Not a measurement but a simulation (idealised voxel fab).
process module | voxel spacer lines
cross-section cut | 175 nm wide | cells 5 nm
A cross-section is a grid of square cells, given in bands from the top down. A band is one or more rows of cells.
Each band's line starts with the height of the band's top and of its bottom, in nm. Then come its materials from left to right, each with its width in nm. One material with "throughout" fills the band from edge to edge. "air" is empty space.
Height 0 is the level under which the wafer as received is all one material. The lowest band goes on downwards, as in "0 down".
A width such as "30 to 40" changes by the same amount from each row of cells to the next, from the band's top row to its bottom row.
"no change" after a step means that no cell of the cross-section changed.
closed voids: empty space of 8 cells or more with no open way to the top, each as width x height at its distance from the left edge, in nm
after a step's settings: what the simulator itself notes on the step
overlay nm, on a step with a mask: how far to the right of its planned place the mask lay; to the left if negative
plan
1 op RECEIVE | material Si
2 op CONFORMAL_DEP | material Al2O3 | thk nm 5
3 op DIRECTIONAL_DEP | material TiN | thk nm 20
4 op DIRECTIONAL_DEP | material aC | thk nm 30
5 op PATTERN | tone cover | mask id MANDREL | material resist | width nm 20 | pitch nm 60 | thk nm 40 | overlay nm 0
6 op DIRECTIONAL_ETCH | etch materials aC | depth nm 30
7 op STRIP | etch materials resist
8 op CONFORMAL_DEP | material SiO2 | thk nm 10
9 op DIRECTIONAL_ETCH | etch materials SiO2 | depth nm 10
10 op STRIP | etch materials aC
11 op DIRECTIONAL_ETCH | etch materials TiN | depth nm 20
12 op STRIP | etch materials SiO2
first wafer, as planned
as received, after step 1
  0 down: Si throughout
  closed voids: none
after step 2
  5 to 0: Al2O3 throughout
  below 0: unchanged
after step 3
  25 to 5: TiN throughout
  below 5: unchanged
after step 4
  55 to 25: aC throughout
  below 25: unchanged
after step 5
  95 to 55: air 15 | resist 20 | air 40 | resist 20 | air 40 | resist 20 | air 20
  below 55: unchanged
after step 6
  65 to 55: air 15 | resist 20 | air 40 | resist 20 | air 40 | resist 20 | air 20
  55 to 25: air 15 | aC 20 | air 40 | aC 20 | air 40 | aC 20 | air 20
  below 25: unchanged
after step 7
  55 to 25: air 15 | aC 20 | air 40 | aC 20 | air 40 | aC 20 | air 20
  below 25: unchanged
after step 8
  65 to 55: air 5 | SiO2 40 | air 20 | SiO2 40 | air 20 | SiO2 40 | air 10
  55 to 35: air 5 | SiO2 10 | aC 20 | SiO2 10 | air 20 | SiO2 10 | aC 20 | SiO2 10 | air 20 | SiO2 10 | aC 20 | SiO2 10 | air 10
  35 to 25: SiO2 15 | aC 20 | SiO2 40 | aC 20 | SiO2 40 | aC 20 | SiO2 20
  below 25: unchanged
after step 9
  55 to 25: air 5 | SiO2 10 | aC 20 | SiO2 10 | air 20 | SiO2 10 | aC 20 | SiO2 10 | air 20 | SiO2 10 | aC 20 | SiO2 10 | air 10
  below 25: unchanged
after step 10
  55 to 25: air 5 | SiO2 10 | air 20 | SiO2 10 | air 20 | SiO2 10 | air 20 | SiO2 10 | air 20 | SiO2 10 | air 20 | SiO2 10 | air 10
  below 25: unchanged
after step 11
  55 to 25: air 5 | SiO2 10 | air 20 | SiO2 10 | air 20 | SiO2 10 | air 20 | SiO2 10 | air 20 | SiO2 10 | air 20 | SiO2 10 | air 10
  25 to 5: air 5 | TiN 10 | air 20 | TiN 10 | air 20 | TiN 10 | air 20 | TiN 10 | air 20 | TiN 10 | air 20 | TiN 10 | air 10
  below 5: unchanged
after step 12
  25 to 5: air 5 | TiN 10 | air 20 | TiN 10 | air 20 | TiN 10 | air 20 | TiN 10 | air 20 | TiN 10 | air 20 | TiN 10 | air 10
  below 5: unchanged
second wafer: like start, like plan, one mistake. Through step 7 it matches the first wafer
when step 8 should have ended
  65 to 55: air 5 | Al2O3 40 | air 20 | Al2O3 40 | air 20 | Al2O3 40 | air 10
  55 to 35: air 5 | Al2O3 10 | aC 20 | Al2O3 10 | air 20 | Al2O3 10 | aC 20 | Al2O3 10 | air 20 | Al2O3 10 | aC 20 | Al2O3 10 | air 10
  35 to 25: Al2O3 15 | aC 20 | Al2O3 40 | aC 20 | Al2O3 40 | aC 20 | Al2O3 20
  below 25: unchanged
when step 9 should have ended: no change
when step 10 should have ended: no change
when step 11 should have ended: no change
when step 12 should have ended: no change
what went wrong: step 8 ran as: op CONFORMAL_DEP | material Al2O3 | thk nm 10
at the end the second wafer has, in cells: 142 more of Al2O3 | 92 more of TiN | 72 more of aC
